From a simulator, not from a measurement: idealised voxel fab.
Proc. module: voxel wiring stack
180 nm wide, 5 nm square cells: that's cross-section cut.
Each cross-section below is a grid of square cells, stated as bands in top-down order, with one or more rows of cells making up each band.
Top, bottom (nm), then materials left to right with widths (nm); lone material tagged "everywhere" fills the whole band edge to edge; "blank" = empty space.
Note: height 0 marks the level under which the wafer is uniformly one material as received. Lowest band unbounded below, written "from 0 down".
Width "30->40": first value at the band's top row of cells, second value at its bottom row, equal change from row to row.
"nothing was modified" after a step means that no cell of the cross-section changed.
In the "Enclosed void catalog" entry, you get each enclosed empty space of 8 cells or more, one with no open way to the top, written width x height at distance, distance from the left edge, in nm.
On a step's line, text after the settings is the simulator commenting on that step.
overlay nm: mask offset rightward from planned place, masked step; negative means leftward offset.
Steps in the process plan:
1) RECEIVE | material Si
2) CONFORMAL_DEP | material SiO2 | thk nm 15
3) DIRECTIONAL_DEP | material TiN | thk nm 5
4) DIRECTIONAL_DEP | material W | thk nm 20
5) DIRECTIONAL_DEP | material aC | thk nm 10
6) PATTERN | tone cover | mask id METAL_1 | material resist | width nm 30 | pitch nm 60 | thk nm 25 | overlay nm 0
7) DIRECTIONAL_ETCH | etch materials aC | depth nm 10
8) STRIP | etch materials resist
9) DIRECTIONAL_ETCH | etch materials W | depth nm 20
10) DIRECTIONAL_ETCH | etch materials TiN | depth nm 5
11) STRIP | etch materials aC
12) FILL_DEP | material lowk | thk nm 5
13) CMP | height nm 40
14) CONFORMAL_DEP | material SiCN | thk nm 5
15) DIRECTIONAL_DEP | material SiO2 | thk nm 20
16) DIRECTIONAL_DEP | material aC | thk nm 15
17) PATTERN | tone open | mask id PLUG_1 | material resist | width nm 15 | pitch nm 60 | thk nm 35 | overlay nm 0
18) DIRECTIONAL_ETCH | etch materials aC | depth nm 15
19) STRIP | etch materials resist
20) DIRECTIONAL_ETCH | etch materials SiO2 | depth nm 20
21) DIRECTIONAL_ETCH | etch materials SiCN | depth nm 5
22) STRIP | etch materials aC
23) EPI | material Ru | thk nm 10
24) EPI | material Ru | thk nm 10
25) EPI | material Ru | thk nm 5
26) DIRECTIONAL_DEP | material TiN | thk nm 5
27) DIRECTIONAL_DEP | material Ru | thk nm 15
28) MASKED_ETCH | tone cover | mask id METAL_2 | width nm 30 | pitch nm 60 | etch materials Ru | depth nm 15 | overlay nm 0
29) MASKED_ETCH | tone cover | mask id METAL_2 | width nm 30 | pitch nm 60 | etch materials TiN | depth nm 5 | overlay nm 0
30) CONFORMAL_DEP | material SiCN | thk nm 5
31) FILL_DEP | material lowk | thk nm 5
32) CMP | height nm 85
33) CONFORMAL_DEP | material SiCN | thk nm 5
Wafer as received: cross-section following step 1:
    from 0 down | Si everywhere
    Enclosed void catalog: none
Wafer cross-section at module end: first of two, run to plan:
    from 90 to 85 | SiCN everywhere
    from 85 to 70 | lowk 10 / SiCN 5 / Ru 30 / SiCN 5 / lowk 20 / SiCN 5 / Ru 30 / SiCN 5 / lowk 20 / SiCN 5 / Ru 30 / SiCN 5 / lowk 10
    from 70 to 65 | SiCN 15 / TiN 30 / SiCN 30 / TiN 30 / SiCN 30 / TiN 30 / SiCN 15
    from 65 to 45 | SiO2 15 / Ru 15 / SiO2 45 / Ru 15 / SiO2 45 / Ru 15 / SiO2 30
    from 45 to 40 | SiCN 15 / Ru 15 / SiCN 45 / Ru 15 / SiCN 45 / Ru 15 / SiCN 30
    from 40 to 20 | lowk 15 / W 30 / lowk 30 / W 30 / lowk 30 / W 30 / lowk 15
    from 20 to 15 | lowk 15 / TiN 30 / lowk 30 / TiN 30 / lowk 30 / TiN 30 / lowk 15
    from 15 to 0 | SiO2 everywhere
    from 0 down | Si everywhere
    Enclosed void catalog: none
Wafer two (of two), end-of-module cross-section: start = wafer one, plan = wafer one, one run mistake:
    from 90 to 85 | SiCN everywhere
    from 85 to 75 | lowk 25->10 / SiCN 5->20 / Ru 15 / SiCN 5 / lowk 35->20 / SiCN 5->20 / Ru 15 / SiCN 5 / lowk 35->20 / SiCN 5->20 / Ru 15 / SiCN 5 / lowk 10
    from 75 to 70 | lowk 10 / SiCN 5 / Ru 30 / SiCN 5 / lowk 20 / SiCN 5 / Ru 30 / SiCN 5 / lowk 20 / SiCN 5 / Ru 30 / SiCN 5 / lowk 10
    from 70 to 65 | SiCN 15 / Ru 15 / TiN 15 / SiCN 30 / Ru 15 / TiN 15 / SiCN 30 / Ru 15 / TiN 15 / SiCN 15
    from 65 to 60 | SiO2 15 / Ru 15 / SiO2 45 / Ru 15 / SiO2 45 / Ru 15 / SiO2 30
    from 60 to 55 | SiO2 15 / TiN 15 / SiO2 45 / TiN 15 / SiO2 45 / TiN 15 / SiO2 30
    from 55 to 45 | SiO2 15 / Ru 15 / SiO2 45 / Ru 15 / SiO2 45 / Ru 15 / SiO2 30
    from 45 to 40 | SiCN 15 / Ru 15 / SiCN 45 / Ru 15 / SiCN 45 / Ru 15 / SiCN 30
    from 40 to 20 | lowk 15 / W 30 / lowk 30 / W 30 / lowk 30 / W 30 / lowk 15
    from 20 to 15 | lowk 15 / TiN 30 / lowk 30 / TiN 30 / lowk 30 / TiN 30 / lowk 15
    from 15 to 0 | SiO2 everywhere
    from 0 down | Si everywhere
    Enclosed void catalog: none
What went wrong in running the wafer? which of the identical steps 23 and 24 was left out cannot be determined, but one of them was
Materials where the second wafer ends with more or fewer cells than the first: Ru: 18 fewer; SiCN: 9 more; lowk: 9 more
